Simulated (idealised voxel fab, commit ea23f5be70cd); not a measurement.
process module | voxel gate over fins
cross-section cut | 250 nm wide | cells 5 nm
A cross-section is a grid of square cells, given in bands from the top down. A band is one or more rows of cells.
Each band's line starts with the height of the band's top and of its bottom, in nm. Then come its materials from left to right, each with its width in nm. One material with "throughout" fills the band from edge to edge. "air" is empty space.
Height 0 is the level under which the wafer as received is all one material. The lowest band goes on downwards, as in "0 down".
A width such as "30 to 40" changes by the same amount from each row of cells to the next, from the band's top row to its bottom row.
"no change" after a step means that no cell of the cross-section changed.
closed voids: empty space of 8 cells or more with no open way to the top, each as width x height at its distance from the left edge, in nm
after a step's settings: what the simulator itself notes on the step
overlay nm, on a step with a mask: how far to the right of its planned place the mask lay; to the left if negative
plan
1 op RECEIVE | material Si
2 op CONFORMAL_DEP | material SiN | thk nm 5
3 op PATTERN | tone cover | mask id FINS | material resist | width nm 15 | pitch nm 35 | thk nm 15 | overlay nm 0
4 op DIRECTIONAL_ETCH | etch materials SiN | depth nm 5
5 op DIRECTIONAL_ETCH | etch materials Si | depth nm 40
6 op STRIP | etch materials resist
7 op FILL_DEP | material SiO2 | thk nm 15
8 op CMP | height nm 5
9 op SELECTIVE_ETCH | etch materials SiO2 | depth nm 15
10 op STRIP | etch materials SiN
11 op CONFORMAL_DEP | material HfO2 | thk nm 5
12 op CONFORMAL_DEP | material TiN | thk nm 5
13 op FILL_DEP | material W | thk nm 10
14 op CMP | height nm 15
15 op CONFORMAL_DEP | material SiCN | thk nm 5
as received, after step 1
  0 down: Si throughout
  closed voids: none
a wafer at the end: this start, this plan, one mistake
  20 to 15: SiCN throughout
  15 to 10: W throughout
  10 to 5: W 75 | TiN 105 | W 70
  5 to 0: W 75 | TiN 5 | HfO2 25 | TiN 10 | HfO2 25 | TiN 10 | HfO2 25 | TiN 5 | W 70
  0 to -5: TiN 80 | HfO2 5 | Si 15 | HfO2 5 | TiN 10 | HfO2 5 | Si 15 | HfO2 5 | TiN 10 | HfO2 5 | Si 15 | HfO2 5 | TiN 75
  -5 to -10: HfO2 85 | Si 15 | HfO2 20 | Si 15 | HfO2 20 | Si 15 | HfO2 80
  -10 to -40: SiO2 85 | Si 15 | SiO2 20 | Si 15 | SiO2 20 | Si 15 | SiO2 80
  -40 down: Si throughout
  closed voids: none
what went wrong: step 3 ran as: op PATTERN | tone cover | mask id FINS | material resist | width nm 15 | pitch nm 35 | thk nm 15 | overlay nm 5
